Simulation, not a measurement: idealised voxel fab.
A process module follows: voxel wiring stack.
cross-section cut | 265 nm wide | cells 5 nm
Cross-section spec: square-cell grid; bands listed top down; each band is one or more rows. Band entry format. Leading values: height of top, height of bottom, nm. Remainder: materials in left-to-right order, each with its width in nm. Special words: "all across" on a single material, which then fills the band edge to edge; "empty", empty space. Heights from 0 (as-received wafer is one material below). Bottom band endless downward, as "0 and below". Graded width ("30..40"): value in top row of band = first number; value in bottom row = second number; row-to-row change constant. "identical to before" after a step means that no cell of the cross-section changed. "Closed void catalog" specifies each empty space that is not open to the top and that occupies no fewer than 8 cells, using the form width x height at distance, the distance measured from the left edge and all three quantities in nm. Read whatever lies past the settings on a step's line as the simulator's own remark about the step. overlay nm: mask right of planned place by this much (step with mask). Neg. = left.

### Steps in the process plan
1) RECEIVE: material Si
2) CONFORMAL_DEP: material SiO2, thk nm 10
3) DIRECTIONAL_DEP: material TiN, thk nm 5
4) DIRECTIONAL_DEP: material W, thk nm 25
5) PATTERN: tone cover, mask id METAL_1, material resist, width nm 30, pitch nm 55, thk nm 15, overlay nm 0
6) DIRECTIONAL_ETCH: etch materials W, depth nm 25
7) DIRECTIONAL_ETCH: etch materials TiN, depth nm 5
8) STRIP: etch materials resist
9) FILL_DEP: material SiO2, thk nm 10
10) CMP: height nm 40
11) CONFORMAL_DEP: material SiCN, thk nm 5
12) DIRECTIONAL_DEP: material SiO2, thk nm 30
13) PATTERN: tone open, mask id METAL_2_HOLES, material resist, width nm 15, pitch nm 55, thk nm 20, overlay nm 0
14) DIRECTIONAL_ETCH: etch materials SiO2, depth nm 30
15) STRIP: etch materials resist
16) DIRECTIONAL_DEP: material aC, thk nm 15
17) PATTERN: tone open, mask id METAL_2, material resist, width nm 30, pitch nm 55, thk nm 35, overlay nm 0
18) DIRECTIONAL_ETCH: etch materials aC, depth nm 15
19) STRIP: etch materials resist
20) DIRECTIONAL_ETCH: etch materials SiO2, depth nm 20
21) DIRECTIONAL_ETCH: etch materials SiCN, depth nm 5
22) STRIP: etch materials aC
23) CONFORMAL_DEP: material TiN, thk nm 5
24) FILL_DEP: material Ru, thk nm 5
25) CMP: height nm 75
26) CONFORMAL_DEP: material SiCN, thk nm 5
27) DIRECTIONAL_DEP: material lowk, thk nm 10
28) MASKED_ETCH: tone open, mask id PLUG_2, width nm 15, pitch nm 110, etch materials lowk, depth nm 10, overlay nm 0
29) MASKED_ETCH: tone open, mask id PLUG_2, width nm 15, pitch nm 110, etch materials SiCN, depth nm 5, overlay nm 0
30) CONFORMAL_DEP: material TiN, thk nm 5
31) FILL_DEP: material Cu, thk nm 10
32) CMP: height nm 90
33) DIRECTIONAL_DEP: material TiN, thk nm 5
34) DIRECTIONAL_DEP: material Ru, thk nm 25
35) MASKED_ETCH: tone cover, mask id METAL_3, width nm 30, pitch nm 55, etch materials Ru, depth nm 25, overlay nm 0
36) MASKED_ETCH: tone cover, mask id METAL_3, width nm 30, pitch nm 55, etch materials TiN, depth nm 5, overlay nm 0
37) CONFORMAL_DEP: material SiN, thk nm 5
38) FILL_DEP: material lowk, thk nm 5
39) CMP: height nm 120
40) CONFORMAL_DEP: material SiN, thk nm 5

### Below: the first of two wafers, run as planned

### Incoming wafer in cross-section (state: after step 1)
    0 and below  Si all across
    Closed void catalog: none

### You're looking at a cross-section of the wafer after step 2
    10 down to 0  SiO2 all across
    below 0: unchanged

### You're looking at a cross-section of the wafer after step 3
    15 down to 10  TiN all across
    below 10: unchanged

### You're looking at a cross-section of the wafer after step 4
    40 down to 15  W all across
    below 15: unchanged

### You're looking at a cross-section of the wafer after step 5
    55 down to 40  35 nm empty / 30 nm resist / 25 nm empty / 30 nm resist / 25 nm empty / 30 nm resist / 25 nm empty / 30 nm resist / 35 nm empty
    below 40: unchanged

### You're looking at a cross-section of the wafer after step 6
    55 down to 40  35 nm empty / 30 nm resist / 25 nm empty / 30 nm resist / 25 nm empty / 30 nm resist / 25 nm empty / 30 nm resist / 35 nm empty
    40 down to 15  35 nm empty / 30 nm W / 25 nm empty / 30 nm W / 25 nm empty / 30 nm W / 25 nm empty / 30 nm W / 35 nm empty
    below 15: unchanged

### You're looking at a cross-section of the wafer after step 7
    55 down to 40  35 nm empty / 30 nm resist / 25 nm empty / 30 nm resist / 25 nm empty / 30 nm resist / 25 nm empty / 30 nm resist / 35 nm empty
    40 down to 15  35 nm empty / 30 nm W / 25 nm empty / 30 nm W / 25 nm empty / 30 nm W / 25 nm empty / 30 nm W / 35 nm empty
    15 down to 10  35 nm empty / 30 nm TiN / 25 nm empty / 30 nm TiN / 25 nm empty / 30 nm TiN / 25 nm empty / 30 nm TiN / 35 nm empty
    below 10: unchanged

### You're looking at a cross-section of the wafer after step 8
    40 down to 15  35 nm empty / 30 nm W / 25 nm empty / 30 nm W / 25 nm empty / 30 nm W / 25 nm empty / 30 nm W / 35 nm empty
    below 15: unchanged

### You're looking at a cross-section of the wafer after step 9
    50 down to 40  SiO2 all across
    40 down to 15  35 nm SiO2 / 30 nm W / 25 nm SiO2 / 30 nm W / 25 nm SiO2 / 30 nm W / 25 nm SiO2 / 30 nm W / 35 nm SiO2
    15 down to 10  35 nm SiO2 / 30 nm TiN / 25 nm SiO2 / 30 nm TiN / 25 nm SiO2 / 30 nm TiN / 25 nm SiO2 / 30 nm TiN / 35 nm SiO2
    below 10: unchanged

### You're looking at a cross-section of the wafer after step 10
    40 down to 15  35 nm SiO2 / 30 nm W / 25 nm SiO2 / 30 nm W / 25 nm SiO2 / 30 nm W / 25 nm SiO2 / 30 nm W / 35 nm SiO2
    below 15: unchanged

### You're looking at a cross-section of the wafer after step 11
    45 down to 40  SiCN all across
    below 40: unchanged

### You're looking at a cross-section of the wafer after step 12
    75 down to 45  SiO2 all across
    below 45: unchanged

### You're looking at a cross-section of the wafer after step 13
    95 down to 75  35 nm resist / 15 nm empty / 40 nm resist / 15 nm empty / 40 nm resist / 15 nm empty / 40 nm resist / 15 nm empty / 50 nm resist
    below 75: unchanged

### You're looking at a cross-section of the wafer after step 14
    95 down to 75  35 nm resist / 15 nm empty / 40 nm resist / 15 nm empty / 40 nm resist / 15 nm empty / 40 nm resist / 15 nm empty / 50 nm resist
    75 down to 45  35 nm SiO2 / 15 nm empty / 40 nm SiO2 / 15 nm empty / 40 nm SiO2 / 15 nm empty / 40 nm SiO2 / 15 nm empty / 50 nm SiO2
    below 45: unchanged

### You're looking at a cross-section of the wafer after step 15
    75 down to 45  35 nm SiO2 / 15 nm empty / 40 nm SiO2 / 15 nm empty / 40 nm SiO2 / 15 nm empty / 40 nm SiO2 / 15 nm empty / 50 nm SiO2
    below 45: unchanged

### You're looking at a cross-section of the wafer after step 16
    90 down to 75  35 nm aC / 15 nm empty / 40 nm aC / 15 nm empty / 40 nm aC / 15 nm empty / 40 nm aC / 15 nm empty / 50 nm aC
    75 down to 60  35 nm SiO2 / 15 nm empty / 40 nm SiO2 / 15 nm empty / 40 nm SiO2 / 15 nm empty / 40 nm SiO2 / 15 nm empty / 50 nm SiO2
    60 down to 45  35 nm SiO2 / 15 nm aC / 40 nm SiO2 / 15 nm aC / 40 nm SiO2 / 15 nm aC / 40 nm SiO2 / 15 nm aC / 50 nm SiO2
    below 45: unchanged

### You're looking at a cross-section of the wafer after step 17
    125 down to 90  35 nm resist / 30 nm empty / 25 nm resist / 30 nm empty / 25 nm resist / 30 nm empty / 25 nm resist / 30 nm empty / 35 nm resist
    below 90: unchanged

### You're looking at a cross-section of the wafer after step 18
    110 down to 90  35 nm resist / 30 nm empty / 25 nm resist / 30 nm empty / 25 nm resist / 30 nm empty / 25 nm resist / 30 nm empty / 35 nm resist
    90 down to 75  35 nm aC / 30 nm empty / 25 nm aC / 30 nm empty / 25 nm aC / 30 nm empty / 25 nm aC / 30 nm empty / 35 nm aC
    75 down to 45  35 nm SiO2 / 15 nm empty / 40 nm SiO2 / 15 nm empty / 40 nm SiO2 / 15 nm empty / 40 nm SiO2 / 15 nm empty / 50 nm SiO2
    below 45: unchanged

### You're looking at a cross-section of the wafer after step 19
    90 down to 75  35 nm aC / 30 nm empty / 25 nm aC / 30 nm empty / 25 nm aC / 30 nm empty / 25 nm aC / 30 nm empty / 35 nm aC
    below 75: unchanged

### You're looking at a cross-section of the wafer after step 20
    90 down to 75  35 nm aC / 30 nm empty / 25 nm aC / 30 nm empty / 25 nm aC / 30 nm empty / 25 nm aC / 30 nm empty / 35 nm aC
    75 down to 55  35 nm SiO2 / 30 nm empty / 25 nm SiO2 / 30 nm empty / 25 nm SiO2 / 30 nm empty / 25 nm SiO2 / 30 nm empty / 35 nm SiO2
    below 55: unchanged

### You're looking at a cross-section of the wafer after step 21
    90 down to 75  35 nm aC / 30 nm empty / 25 nm aC / 30 nm empty / 25 nm aC / 30 nm empty / 25 nm aC / 30 nm empty / 35 nm aC
    75 down to 55  35 nm SiO2 / 30 nm empty / 25 nm SiO2 / 30 nm empty / 25 nm SiO2 / 30 nm empty / 25 nm SiO2 / 30 nm empty / 35 nm SiO2
    55 down to 45  35 nm SiO2 / 15 nm empty / 40 nm SiO2 / 15 nm empty / 40 nm SiO2 / 15 nm empty / 40 nm SiO2 / 15 nm empty / 50 nm SiO2
    45 down to 40  35 nm SiCN / 15 nm empty / 40 nm SiCN / 15 nm empty / 40 nm SiCN / 15 nm empty / 40 nm SiCN / 15 nm empty / 50 nm SiCN
    below 40: unchanged

### You're looking at a cross-section of the wafer after step 22
    75 down to 55  35 nm SiO2 / 30 nm empty / 25 nm SiO2 / 30 nm empty / 25 nm SiO2 / 30 nm empty / 25 nm SiO2 / 30 nm empty / 35 nm SiO2
    below 55: unchanged

### You're looking at a cross-section of the wafer after step 23
    80 down to 75  40 nm TiN / 20 nm empty / 35 nm TiN / 20 nm empty / 35 nm TiN / 20 nm empty / 35 nm TiN / 20 nm empty / 40 nm TiN
    75 down to 60  35 nm SiO2 / 5 nm TiN / 20 nm empty / 5 nm TiN / 25 nm SiO2 / 5 nm TiN / 20 nm empty / 5 nm TiN / 25 nm SiO2 / 5 nm TiN / 20 nm empty / 5 nm TiN / 25 nm SiO2 / 5 nm TiN / 20 nm empty / 5 nm TiN / 35 nm SiO2
    60 down to 55  35 nm SiO2 / 5 nm TiN / 5 nm empty / 20 nm TiN / 25 nm SiO2 / 5 nm TiN / 5 nm empty / 20 nm TiN / 25 nm SiO2 / 5 nm TiN / 5 nm empty / 20 nm TiN / 25 nm SiO2 / 5 nm TiN / 5 nm empty / 20 nm TiN / 35 nm SiO2
    55 down to 45  35 nm SiO2 / 5 nm TiN / 5 nm empty / 5 nm TiN / 40 nm SiO2 / 5 nm TiN / 5 nm empty / 5 nm TiN / 40 nm SiO2 / 5 nm TiN / 5 nm empty / 5 nm TiN / 40 nm SiO2 / 5 nm TiN / 5 nm empty / 5 nm TiN / 50 nm SiO2
    45 down to 40  35 nm SiCN / 15 nm TiN / 40 nm SiCN / 15 nm TiN / 40 nm SiCN / 15 nm TiN / 40 nm SiCN / 15 nm TiN / 50 nm SiCN
    below 40: unchanged

### You're looking at a cross-section of the wafer after step 24
    85 down to 80  Ru all across
    80 down to 75  40 nm TiN / 20 nm Ru / 35 nm TiN / 20 nm Ru / 35 nm TiN / 20 nm Ru / 35 nm TiN / 20 nm Ru / 40 nm TiN
    75 down to 60  35 nm SiO2 / 5 nm TiN / 20 nm Ru / 5 nm TiN / 25 nm SiO2 / 5 nm TiN / 20 nm Ru / 5 nm TiN / 25 nm SiO2 / 5 nm TiN / 20 nm Ru / 5 nm TiN / 25 nm SiO2 / 5 nm TiN / 20 nm Ru / 5 nm TiN / 35 nm SiO2
    60 down to 55  35 nm SiO2 / 5 nm TiN / 5 nm Ru / 20 nm TiN / 25 nm SiO2 / 5 nm TiN / 5 nm Ru / 20 nm TiN / 25 nm SiO2 / 5 nm TiN / 5 nm Ru / 20 nm TiN / 25 nm SiO2 / 5 nm TiN / 5 nm Ru / 20 nm TiN / 35 nm SiO2
    55 down to 45  35 nm SiO2 / 5 nm TiN / 5 nm Ru / 5 nm TiN / 40 nm SiO2 / 5 nm TiN / 5 nm Ru / 5 nm TiN / 40 nm SiO2 / 5 nm TiN / 5 nm Ru / 5 nm TiN / 40 nm SiO2 / 5 nm TiN / 5 nm Ru / 5 nm TiN / 50 nm SiO2
    below 45: unchanged

### You're looking at a cross-section of the wafer after step 25
    75 down to 60  35 nm SiO2 / 5 nm TiN / 20 nm Ru / 5 nm TiN / 25 nm SiO2 / 5 nm TiN / 20 nm Ru / 5 nm TiN / 25 nm SiO2 / 5 nm TiN / 20 nm Ru / 5 nm TiN / 25 nm SiO2 / 5 nm TiN / 20 nm Ru / 5 nm TiN / 35 nm SiO2
    below 60: unchanged

### You're looking at a cross-section of the wafer after step 26
    80 down to 75  SiCN all across
    below 75: unchanged

### You're looking at a cross-section of the wafer after step 27
    90 down to 80  lowk all across
    below 80: unchanged

### You're looking at a cross-section of the wafer after step 28
    90 down to 80  35 nm lowk / 15 nm empty / 95 nm lowk / 15 nm empty / 105 nm lowk
    below 80: unchanged

### You're looking at a cross-section of the wafer after step 29
    90 down to 80  35 nm lowk / 15 nm empty / 95 nm lowk / 15 nm empty / 105 nm lowk
    80 down to 75  35 nm SiCN / 15 nm empty / 95 nm SiCN / 15 nm empty / 105 nm SiCN
    below 75: unchanged

### You're looking at a cross-section of the wafer after step 30
    95 down to 90  40 nm TiN / 5 nm empty / 105 nm TiN / 5 nm empty / 110 nm TiN
    90 down to 80  35 nm lowk / 5 nm TiN / 5 nm empty / 5 nm TiN / 95 nm lowk / 5 nm TiN / 5 nm empty / 5 nm TiN / 105 nm lowk
    80 down to 75  35 nm SiCN / 15 nm TiN / 95 nm SiCN / 15 nm TiN / 105 nm SiCN
    below 75: unchanged

### You're looking at a cross-section of the wafer after step 31
    105 down to 95  Cu all across
    95 down to 90  40 nm TiN / 5 nm Cu / 105 nm TiN / 5 nm Cu / 110 nm TiN
    90 down to 80  35 nm lowk / 5 nm TiN / 5 nm Cu / 5 nm TiN / 95 nm lowk / 5 nm TiN / 5 nm Cu / 5 nm TiN / 105 nm lowk
    below 80: unchanged

### You're looking at a cross-section of the wafer after step 32
    90 down to 80  35 nm lowk / 5 nm TiN / 5 nm Cu / 5 nm TiN / 95 nm lowk / 5 nm TiN / 5 nm Cu / 5 nm TiN / 105 nm lowk
    below 80: unchanged

### You're looking at a cross-section of the wafer after step 33
    95 down to 90  TiN all across
    below 90: unchanged

### You're looking at a cross-section of the wafer after step 34
    120 down to 95  Ru all across
    below 95: unchanged

### You're looking at a cross-section of the wafer after step 35
    120 down to 95  35 nm empty / 30 nm Ru / 25 nm empty / 30 nm Ru / 25 nm empty / 30 nm Ru / 25 nm empty / 30 nm Ru / 35 nm empty
    below 95: unchanged

### You're looking at a cross-section of the wafer after step 36
    120 down to 95  35 nm empty / 30 nm Ru / 25 nm empty / 30 nm Ru / 25 nm empty / 30 nm Ru / 25 nm empty / 30 nm Ru / 35 nm empty
    95 down to 90  35 nm empty / 30 nm TiN / 25 nm empty / 30 nm TiN / 25 nm empty / 30 nm TiN / 25 nm empty / 30 nm TiN / 35 nm empty
    below 90: unchanged

### You're looking at a cross-section of the wafer after step 37
    125 down to 120  30 nm empty / 40 nm SiN / 15 nm empty / 40 nm SiN / 15 nm empty / 40 nm SiN / 15 nm empty / 40 nm SiN / 30 nm empty
    120 down to 95  30 nm empty / 5 nm SiN / 30 nm Ru / 5 nm SiN / 15 nm empty / 5 nm SiN / 30 nm Ru / 5 nm SiN / 15 nm empty / 5 nm SiN / 30 nm Ru / 5 nm SiN / 15 nm empty / 5 nm SiN / 30 nm Ru / 5 nm SiN / 30 nm empty
    95 down to 90  35 nm SiN / 30 nm TiN / 25 nm SiN / 30 nm TiN / 25 nm SiN / 30 nm TiN / 25 nm SiN / 30 nm TiN / 35 nm SiN
    below 90: unchanged

### You're looking at a cross-section of the wafer after step 38
    130 down to 125  lowk all across
    125 down to 120  30 nm lowk / 40 nm SiN / 15 nm lowk / 40 nm SiN / 15 nm lowk / 40 nm SiN / 15 nm lowk / 40 nm SiN / 30 nm lowk
    120 down to 95  30 nm lowk / 5 nm SiN / 30 nm Ru / 5 nm SiN / 15 nm lowk / 5 nm SiN / 30 nm Ru / 5 nm SiN / 15 nm lowk / 5 nm SiN / 30 nm Ru / 5 nm SiN / 15 nm lowk / 5 nm SiN / 30 nm Ru / 5 nm SiN / 30 nm lowk
    below 95: unchanged

### You're looking at a cross-section of the wafer after step 39
    120 down to 95  30 nm lowk / 5 nm SiN / 30 nm Ru / 5 nm SiN / 15 nm lowk / 5 nm SiN / 30 nm Ru / 5 nm SiN / 15 nm lowk / 5 nm SiN / 30 nm Ru / 5 nm SiN / 15 nm lowk / 5 nm SiN / 30 nm Ru / 5 nm SiN / 30 nm lowk
    below 95: unchanged

### You're looking at a cross-section of the wafer after step 40
    125 down to 120  SiN all across
    below 120: unchanged

### Wafer two of two - same starting point, same process plan, one mistake in execution; matches wafer one up to and including step 39

### Planned end of step 40: second wafer, cross-section
    125 down to 120  W all across
    below 120: unchanged
Finding, execution versus plan: for step 40, the planned setting was not used; the step was instead run as CONFORMAL_DEP: material W, thk nm 5
at the end the second wafer has, in cells: -53 SiN, +53 W
